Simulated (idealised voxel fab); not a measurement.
process module | voxel transistor to metal
cross-section cut | 300 nm wide | cells 5 nm
A cross-section is a grid of square cells, given in bands from the top down. A band is one or more rows of cells.
Each band's line starts with the height of the band's top and of its bottom, in nm. Then come its materials from left to right, each with its width in nm. One material with "throughout" fills the band from edge to edge. "air" is empty space.
Height 0 is the level under which the wafer as received is all one material. The lowest band goes on downwards, as in "0 down".
A width such as "30 to 40" changes by the same amount from each row of cells to the next, from the band's top row to its bottom row.
"no change" after a step means that no cell of the cross-section changed.
closed voids: empty space of 8 cells or more with no open way to the top, each as width x height at its distance from the left edge, in nm
after a step's settings: what the simulator itself notes on the step
overlay nm, on a step with a mask: how far to the right of its planned place the mask lay; to the left if negative
plan
1 op RECEIVE | material Si
2 op CONFORMAL_DEP | material SiO2 | thk nm 5
3 op CONFORMAL_DEP | material SiN | thk nm 10
4 op DIRECTIONAL_DEP | material aC | thk nm 15
5 op PATTERN | tone cover | mask id ACTIVE | material resist | width nm 120 | pitch nm 140 | thk nm 30 | overlay nm 0
6 op DIRECTIONAL_ETCH | etch materials aC | depth nm 15
7 op STRIP | etch materials resist
8 op DIRECTIONAL_ETCH | etch materials SiN | depth nm 10
9 op DIRECTIONAL_ETCH | etch materials SiO2 | depth nm 5
10 op DIRECTIONAL_ETCH | etch materials Si | depth nm 20
11 op STRIP | etch materials aC
12 op OXIDIZE | depth nm 5
13 op FILL_DEP | material SiO2 | thk nm 10
14 op CMP | height nm 15
15 op SELECTIVE_ETCH | etch materials SiO2 | depth nm 10
16 op STRIP | etch materials SiN
17 op SELECTIVE_ETCH | etch materials SiO2 | depth nm 5
18 op OXIDIZE | depth nm 5
19 op DIRECTIONAL_DEP | material polySi | thk nm 25
20 op DIRECTIONAL_DEP | material SiCN | thk nm 15
21 op PATTERN | tone cover | mask id GATE | material resist | width nm 30 | pitch nm 140 | thk nm 15 | overlay nm 0
22 op DIRECTIONAL_ETCH | etch materials SiCN | depth nm 25
23 op DIRECTIONAL_ETCH | etch materials polySi | depth nm 35
24 op STRIP | etch materials resist
25 op CONFORMAL_DEP | material SiN | thk nm 5
26 op DIRECTIONAL_ETCH | etch materials SiN | depth nm 5
27 op DIRECTIONAL_ETCH | etch materials SiO2 | depth nm 5
28 op DIRECTIONAL_ETCH | etch materials Si | depth nm 5
29 op EPI | material nSi | thk nm 10
30 op FILL_DEP | material SiO2 | thk nm 10
31 op CMP | height nm 25
32 op STRIP | etch materials polySi
33 op SELECTIVE_ETCH | etch materials SiO2 | depth nm 5
34 op CONFORMAL_DEP | material HfO2 | thk nm 5
35 op CONFORMAL_DEP | material TiN | thk nm 5
36 op FILL_DEP | material W | thk nm 10
37 op CMP | height nm 20
38 op DIRECTIONAL_DEP | material SiO2 | thk nm 10
39 op DIRECTIONAL_DEP | material aC | thk nm 10
40 op PATTERN | tone open | mask id CONTACT | material resist | width nm 20 | thk nm 30 | overlay nm 0
41 op DIRECTIONAL_ETCH | etch materials aC | depth nm 10
42 op STRIP | etch materials resist
43 op DIRECTIONAL_ETCH | etch materials SiO2 | depth nm 30
44 op STRIP | etch materials aC
45 op CONFORMAL_DEP | material TiN | thk nm 5
46 op FILL_DEP | material W | thk nm 10
47 op CMP | height nm 30
48 op CONFORMAL_DEP | material SiN | thk nm 5
49 op DIRECTIONAL_DEP | material SiO2 | thk nm 15
50 op PATTERN | tone open | mask id METAL_1 | material resist | width nm 20 | thk nm 15 | overlay nm 0
51 op DIRECTIONAL_ETCH | etch materials SiO2 | depth nm 15
52 op DIRECTIONAL_ETCH | etch materials SiN | depth nm 5
53 op STRIP | etch materials resist
54 op CONFORMAL_DEP | material TiN | thk nm 5
55 op FILL_DEP | material Ru | thk nm 5
56 op CMP | height nm 50
57 op EPI | material Ru | thk nm 5
58 op FILL_DEP | material SiCN | thk nm 5
59 op DIRECTIONAL_DEP | material SiO2 | thk nm 30
60 op DIRECTIONAL_DEP | material aC | thk nm 10
61 op PATTERN | tone open | mask id METAL_2 | material resist | width nm 20 | pitch nm 140 | thk nm 30 | overlay nm 0
62 op DIRECTIONAL_ETCH | etch materials aC | depth nm 10
63 op STRIP | etch materials resist
64 op DIRECTIONAL_ETCH | etch materials SiO2 | depth nm 15
65 op STRIP | etch materials aC
66 op MASKED_ETCH | tone open | mask id METAL_2_HOLES | width nm 15 | pitch nm 140 | etch materials SiO2 | depth nm 15 | overlay nm 0
67 op MASKED_ETCH | tone open | mask id METAL_2_HOLES | width nm 15 | pitch nm 140 | etch materials SiCN | depth nm 5 | overlay nm 0
68 op CONFORMAL_DEP | material TiN | thk nm 5
69 op FILL_DEP | material Cu | thk nm 5
70 op CMP | height nm 90
71 op CONFORMAL_DEP | material SiN | thk nm 5
as received, after step 1
  0 down: Si throughout
  closed voids: none
first wafer at the end, as planned
  95 to 90: SiN throughout
  90 to 80: SiO2 30 | TiN 5 | Cu 10 | TiN 5 | SiO2 120 | TiN 5 | Cu 10 | TiN 5 | SiO2 110
  80 to 75: SiO2 30 | TiN 5 | Cu 5 | TiN 10 | SiO2 120 | TiN 5 | Cu 5 | TiN 10 | SiO2 110
  75 to 60: SiO2 30 | TiN 5 | Cu 5 | TiN 5 | SiO2 125 | TiN 5 | Cu 5 | TiN 5 | SiO2 115
  60 to 55: SiCN 30 | TiN 15 | SiCN 125 | TiN 15 | SiCN 115
  55 to 50: SiCN 25 | Ru 30 | SiCN 50 | Ru 30 | SiCN 30 | Ru 30 | SiCN 50 | Ru 30 | SiCN 25
  50 to 35: SiO2 30 | TiN 5 | Ru 10 | TiN 5 | SiO2 60 | TiN 5 | Ru 10 | TiN 5 | SiO2 40 | TiN 5 | Ru 10 | TiN 5 | SiO2 60 | TiN 5 | Ru 10 | TiN 5 | SiO2 30
  35 to 30: SiN 30 | TiN 20 | SiN 60 | TiN 20 | SiN 40 | TiN 20 | SiN 60 | TiN 20 | SiN 30
  30 to 20: SiO2 30 | TiN 5 | W 10 | TiN 5 | SiO2 60 | TiN 5 | W 10 | TiN 5 | SiO2 40 | TiN 5 | W 10 | TiN 5 | SiO2 60 | TiN 5 | W 10 | TiN 5 | SiO2 30
  20 to 5: SiO2 30 | TiN 5 | W 10 | TiN 5 | SiO2 10 | SiN 5 | HfO2 5 | TiN 5 | W 10 | TiN 5 | HfO2 5 | SiN 5 | SiO2 10 | TiN 5 | W 10 | TiN 5 | SiO2 40 | TiN 5 | W 10 | TiN 5 | SiO2 10 | SiN 5 | HfO2 5 | TiN 5 | W 10 | TiN 5 | HfO2 5 | SiN 5 | SiO2 10 | TiN 5 | W 10 | TiN 5 | SiO2 30
  5 to 0: SiO2 30 | TiN 20 | nSi 10 | SiN 5 | HfO2 5 | TiN 20 | HfO2 5 | SiN 5 | nSi 10 | TiN 20 | SiO2 40 | TiN 20 | nSi 10 | SiN 5 | HfO2 5 | TiN 20 | HfO2 5 | SiN 5 | nSi 10 | TiN 20 | SiO2 30
  0 to -5: SiO2 20 | nSi 40 | HfO2 40 | nSi 40 | SiO2 20 | nSi 40 | HfO2 40 | nSi 40 | SiO2 20
  -5 to -10: SiO2 25 | nSi 35 | Si 40 | nSi 35 | SiO2 30 | nSi 35 | Si 40 | nSi 35 | SiO2 25
  -10 to -25: SiO2 25 | Si 110 | SiO2 30 | Si 110 | SiO2 25
  -25 down: Si throughout
  closed voids: none
second wafer at the end: like start, like plan, one mistake
  95 to 90: SiN throughout
  90 to 80: SiO2 30 | TiN 5 | Cu 10 | TiN 5 | SiO2 120 | TiN 5 | Cu 10 | TiN 5 | SiO2 110
  80 to 75: SiO2 30 | TiN 5 | Cu 5 | TiN 10 | SiO2 120 | TiN 5 | Cu 5 | TiN 10 | SiO2 110
  75 to 60: SiO2 30 | TiN 5 | Cu 5 | TiN 5 | SiO2 125 | TiN 5 | Cu 5 | TiN 5 | SiO2 115
  60 to 55: SiCN 30 | TiN 15 | SiCN 125 | TiN 15 | SiCN 115
  55 to 50: SiCN 30 | Ru 20 | SiCN 60 | Ru 20 | SiCN 40 | Ru 20 | SiCN 60 | Ru 20 | SiCN 30
  50 to 35: SiO2 30 | SiCN 5 | Ru 10 | SiCN 5 | SiO2 60 | SiCN 5 | Ru 10 | SiCN 5 | SiO2 40 | SiCN 5 | Ru 10 | SiCN 5 | SiO2 60 | SiCN 5 | Ru 10 | SiCN 5 | SiO2 30
  35 to 30: SiN 30 | SiCN 20 | SiN 60 | SiCN 20 | SiN 40 | SiCN 20 | SiN 60 | SiCN 20 | SiN 30
  30 to 20: SiO2 30 | TiN 5 | W 10 | TiN 5 | SiO2 60 | TiN 5 | W 10 | TiN 5 | SiO2 40 | TiN 5 | W 10 | TiN 5 | SiO2 60 | TiN 5 | W 10 | TiN 5 | SiO2 30
  20 to 5: SiO2 30 | TiN 5 | W 10 | TiN 5 | SiO2 10 | SiN 5 | HfO2 5 | TiN 5 | W 10 | TiN 5 | HfO2 5 | SiN 5 | SiO2 10 | TiN 5 | W 10 | TiN 5 | SiO2 40 | TiN 5 | W 10 | TiN 5 | SiO2 10 | SiN 5 | HfO2 5 | TiN 5 | W 10 | TiN 5 | HfO2 5 | SiN 5 | SiO2 10 | TiN 5 | W 10 | TiN 5 | SiO2 30
  5 to 0: SiO2 30 | TiN 20 | nSi 10 | SiN 5 | HfO2 5 | TiN 20 | HfO2 5 | SiN 5 | nSi 10 | TiN 20 | SiO2 40 | TiN 20 | nSi 10 | SiN 5 | HfO2 5 | TiN 20 | HfO2 5 | SiN 5 | nSi 10 | TiN 20 | SiO2 30
  0 to -5: SiO2 20 | nSi 40 | HfO2 40 | nSi 40 | SiO2 20 | nSi 40 | HfO2 40 | nSi 40 | SiO2 20
  -5 to -10: SiO2 25 | nSi 35 | Si 40 | nSi 35 | SiO2 30 | nSi 35 | Si 40 | nSi 35 | SiO2 25
  -10 to -25: SiO2 25 | Si 110 | SiO2 30 | Si 110 | SiO2 25
  -25 down: Si throughout
  closed voids: none
what went wrong: step 54 ran as: op CONFORMAL_DEP | material SiCN | thk nm 5
at the end the second wafer has, in cells: 8 fewer of Ru | 48 more of SiCN | 40 fewer of TiN
